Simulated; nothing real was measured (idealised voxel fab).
Process module heading - voxel ribs on slabs
The cross-section shown here is cut; it is 190 nm wide and divided into square cells measuring 5 nm on a side.
The cross-sections in this document take the form of a grid made of square cells. They are written out as bands, in order from top to bottom. Each band consists of one or more rows of cells.
Quick guide to a band line: top height, bottom height (nm) up front; then every material left to right with its width in nm. Only one material and it's marked "all across"? Then it fills the band edge to edge. And "blank" just means empty space.
Height datum 0, below which the as-received substrate wafer is one material. Lowest band open at the bottom, running downward: "0 -> down".
A width such as "30..40" changes by the same amount from each row of cells to the next, from the band's top row to its bottom row.
No cell of the cross-section changed in a step that is given as "changes: none".
The entry "Enclosed void list" lists the empty spaces that cover at least 8 cells and have no open path to the top. Each is written as width x height at distance, where the distance is measured from the left edge and all three values are in nm.
Note: text after step settings on the step line = simulator remark on that step.
Steps that use a mask can have "overlay nm" on their line. It says how far the mask sat to the right of where it was meant to be. Negative means to the left.
# List of planned process steps
1: RECEIVE | material Si
2: DIRECTIONAL_DEP | material SiO2 | thk nm 30
3: DIRECTIONAL_DEP | material polySi | thk nm 20
4: DIRECTIONAL_DEP | material aC | thk nm 10
5: PATTERN | tone cover | mask id RIB | material resist | width nm 30 | thk nm 30 | overlay nm 0
6: DIRECTIONAL_ETCH | etch materials aC | depth nm 10
7: STRIP | etch materials resist
8: DIRECTIONAL_ETCH | etch materials polySi | depth nm 5
9: STRIP | etch materials aC
10: DIRECTIONAL_DEP | material aC | thk nm 10
11: PATTERN | tone cover | mask id SLAB | material resist | width nm 80 | thk nm 25 | overlay nm -15
12: DIRECTIONAL_ETCH | etch materials aC | depth nm 10
13: STRIP | etch materials resist
14: DIRECTIONAL_ETCH | etch materials polySi | depth nm 15
15: STRIP | etch materials aC
16: FILL_DEP | material SiO2 | thk nm 30
17: CMP | height nm 70
18: DIRECTIONAL_DEP | material TiN | thk nm 5
19: PATTERN | tone cover | mask id HEATER | material resist | width nm 40 | thk nm 20 | overlay nm 0
20: DIRECTIONAL_ETCH | etch materials TiN | depth nm 5
21: STRIP | etch materials resist
22: CONFORMAL_DEP | material SiO2 | thk nm 10
Every wafer here starts from the same state; it is the step 11 overlay nm that distinguishes them, and the value the plan gives belongs to the first wafer.
# Cut through the first of several wafers as received, post step 1
  0 -> down  Si all across
  Enclosed void list: none
# Last step of the module is step 22; after it, the first of several wafers in cross-section
  85 -> 80  65 blank / 60 SiO2 / 65 blank
  80 -> 75  SiO2 all across
  75 -> 70  75 SiO2 / 40 TiN / 75 SiO2
  70 -> 50  SiO2 all across
  50 -> 45  80 SiO2 / 30 polySi / 80 SiO2
  45 -> 30  40 SiO2 / 80 polySi / 70 SiO2
  30 -> 0  SiO2 all across
  0 -> down  Si all across
  Enclosed void list: none
# Module end, final wafer: cross-section
  85 -> 80  65 blank / 60 SiO2 / 65 blank
  80 -> 75  SiO2 all across
  75 -> 70  75 SiO2 / 40 TiN / 75 SiO2
  70 -> 50  SiO2 all across
  50 -> 45  80 SiO2 / 30 polySi / 80 SiO2
  45 -> 30  70 SiO2 / 80 polySi / 40 SiO2
  30 -> 0  SiO2 all across
  0 -> down  Si all across
  Enclosed void list: none
# Below, a row for every wafer. Read it as the end-of-module picture: for each material the wafer shows its cells gained (+) or lost (-) since it was received, and then its closed voids
overlay nm -15, +558 SiO2, +8 TiN, +54 polySi, Enclosed void list: none
overlay nm -10, +558 SiO2, +8 TiN, +54 polySi, Enclosed void list: none
overlay nm -5, +558 SiO2, +8 TiN, +54 polySi, Enclosed void list: none
overlay nm 0, +558 SiO2, +8 TiN, +54 polySi, Enclosed void list: none
overlay nm 5, +558 SiO2, +8 TiN, +54 polySi, Enclosed void list: none
overlay nm 10, +558 SiO2, +8 TiN, +54 polySi, Enclosed void list: none
overlay nm 15, +558 SiO2, +8 TiN, +54 polySi, Enclosed void list: none
